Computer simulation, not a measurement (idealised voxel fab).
process module | voxel capacitor over wiring
cross-section cut | 280 nm wide | cells 5 nm
A cross-section is a grid of square cells, given in bands from the top down. A band is one or more rows of cells.
Each band's line starts with the height of the band's top and of its bottom, in nm. Then come its materials from left to right, each with its width in nm. One material with "throughout" fills the band from edge to edge. "air" is empty space.
Height 0 is the level under which the wafer as received is all one material. The lowest band goes on downwards, as in "0 down".
A width such as "30 to 40" changes by the same amount from each row of cells to the next, from the band's top row to its bottom row.
"no change" after a step means that no cell of the cross-section changed.
closed voids: empty space of 8 cells or more with no open way to the top, each as width x height at its distance from the left edge, in nm
after a step's settings: what the simulator itself notes on the step
overlay nm, on a step with a mask: how far to the right of its planned place the mask lay; to the left if negative
plan
1 op RECEIVE | material Si
2 op CONFORMAL_DEP | material SiO2 | thk nm 10
3 op CONFORMAL_DEP | material SiN | thk nm 5
4 op DIRECTIONAL_DEP | material lowk | thk nm 25
5 op PATTERN | tone open | mask id METAL_1 | material resist | width nm 30 | pitch nm 80 | thk nm 20 | overlay nm 0
6 op DIRECTIONAL_ETCH | etch materials lowk | depth nm 25
7 op DIRECTIONAL_ETCH | etch materials SiN | depth nm 5
8 op STRIP | etch materials resist
9 op CONFORMAL_DEP | material TiN | thk nm 5
10 op FILL_DEP | material Cu | thk nm 10
11 op CMP | height nm 40
12 op CONFORMAL_DEP | material SiCN | thk nm 5
13 op DIRECTIONAL_DEP | material lowk | thk nm 20
14 op DIRECTIONAL_DEP | material aC | thk nm 15
15 op PATTERN | tone open | mask id PLUG_1 | material resist | width nm 15 | thk nm 35 | overlay nm 0
16 op DIRECTIONAL_ETCH | etch materials aC | depth nm 15
17 op STRIP | etch materials resist
18 op DIRECTIONAL_ETCH | etch materials lowk | depth nm 20
19 op DIRECTIONAL_ETCH | etch materials SiCN | depth nm 5
20 op STRIP | etch materials aC
21 op CONFORMAL_DEP | material TiN | thk nm 5
22 op FILL_DEP | material Ru | thk nm 10
23 op CMP | height nm 65
24 op DIRECTIONAL_DEP | material TiN | thk nm 10
25 op DIRECTIONAL_DEP | material HfO2 | thk nm 5
26 op DIRECTIONAL_DEP | material TiN | thk nm 5
27 op PATTERN | tone cover | mask id UPPER_PLATE | material resist | width nm 55 | thk nm 15 | overlay nm 0
28 op DIRECTIONAL_ETCH | etch materials TiN | depth nm 5
29 op DIRECTIONAL_ETCH | etch materials HfO2 | depth nm 5
30 op STRIP | etch materials resist
31 op PATTERN | tone cover | mask id LOWER_PLATE | material resist | width nm 65 | thk nm 15 | overlay nm 0
32 op DIRECTIONAL_ETCH | etch materials TiN | depth nm 10
33 op STRIP | etch materials resist
34 op FILL_DEP | material SiO2 | thk nm 20
35 op CMP | height nm 100
36 op PATTERN | tone open | mask id PLUG_2 | material resist | width nm 15 | thk nm 20 | overlay nm 0
37 op DIRECTIONAL_ETCH | etch materials SiO2 | depth nm 15
38 op STRIP | etch materials resist
39 op CONFORMAL_DEP | material TiN | thk nm 5
40 op FILL_DEP | material Ru | thk nm 10
41 op CMP | height nm 100
42 op CONFORMAL_DEP | material SiN | thk nm 5
as received, after step 1
  0 down: Si throughout
  closed voids: none
a wafer at the end: this start, this plan, one mistake
  105 to 100: SiN throughout
  100 to 90: SiO2 110 | TiN 5 | Ru 5 | TiN 5 | SiO2 155
  90 to 80: SiO2 110 to 100 | TiN 15 to 55 | SiO2 155 to 125
  80 to 75: SiO2 100 | HfO2 55 | SiO2 125
  75 to 65: SiO2 95 | TiN 65 | SiO2 120
  65 to 45: lowk 95 | TiN 5 | Ru 5 | TiN 5 | lowk 170
  45 to 40: SiCN 95 | TiN 15 | SiCN 170
  40 to 15: lowk 85 | TiN 5 | Cu 20 | TiN 5 | lowk 50 | TiN 5 | Cu 20 | TiN 5 | lowk 85
  15 to 10: SiN 85 | TiN 30 | SiN 50 | TiN 30 | SiN 85
  10 to 0: SiO2 throughout
  0 down: Si throughout
  closed voids: none
what went wrong: step 15 ran as: op PATTERN | tone open | mask id PLUG_1 | material resist | width nm 15 | thk nm 35 | overlay nm -5
